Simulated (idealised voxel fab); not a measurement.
Herein follows the process module entitled voxel released beams.
Square cells of 5 nm make up the cross-section cut, whose width is 260 nm.
In this document a cross-section is written as a grid of square cells. It is given as a series of bands, listed from the top down, and a band is one or more rows of cells.
The entry gives the band's vertical extent as a top height and a bottom height in nm, then its horizontal make-up as materials from left to right, each with a width in nm. "empty" stands for empty space; a single material marked "all across" fills the band edge to edge.
Measure heights from 0. That's the level where, below it, the as-received wafer is all one material. The lowest band is bottomless and extends downward; write it as in "from 0 down".
A width such as "30 to 40" changes by the same amount from each row of cells to the next, from the band's top row to its bottom row.
"changes: none" (step): cross-section cells unchanged, all of them.
Heads up: "Sealed void listing" only lists the empty pockets with no open path to the top that are 8 cells or more, and it writes them as width x height at distance, distance from the left edge, in nm.
It should be noted that, on the line of a given step, the content following the step's settings is a remark produced by the simulator itself with respect to that step.
You can add "overlay nm" to a step's line. For a step with a mask, it describes how far the mask lay to the right of its planned position, and a negative number describes a lay to the left.
Planned process steps:
1 RECEIVE (material Si)
2 CONFORMAL_DEP (material Al2O3; thk nm 5)
3 DIRECTIONAL_DEP (material SiO2; thk nm 10)
4 PATTERN (tone open; mask id ANCHOR; material resist; width nm 35; thk nm 20; overlay nm 0)
5 DIRECTIONAL_ETCH (etch materials SiO2; depth nm 10)
6 STRIP (etch materials resist)
7 CONFORMAL_DEP (material SiN; thk nm 10)
8 DIRECTIONAL_DEP (material aC; thk nm 15)
9 PATTERN (tone cover; mask id BEAM; material resist; width nm 90; thk nm 35; overlay nm 0)
10 DIRECTIONAL_ETCH (etch materials aC; depth nm 15)
11 STRIP (etch materials resist)
12 DIRECTIONAL_ETCH (etch materials SiN; depth nm 10)
13 STRIP (etch materials aC)
14 STRIP (etch materials SiO2)
Delivered wafer in cross-section: state after step 1:
> from 0 down: Si all across
> Sealed void listing: none
This is how the wafer looks in cross-section once the module is done, given the starting state and plan above and one mistake in carrying the plan out:
> from 25 to 15: empty 80 nm / SiN 90 nm / empty 90 nm
> from 15 to 10: Al2O3 all across
> from 10 to 0: SiO2 all across
> from 0 down: Si all across
> Sealed void listing: none
What went wrong in running the wafer? step 2 ran in the slot meant for step 3, and vice versa
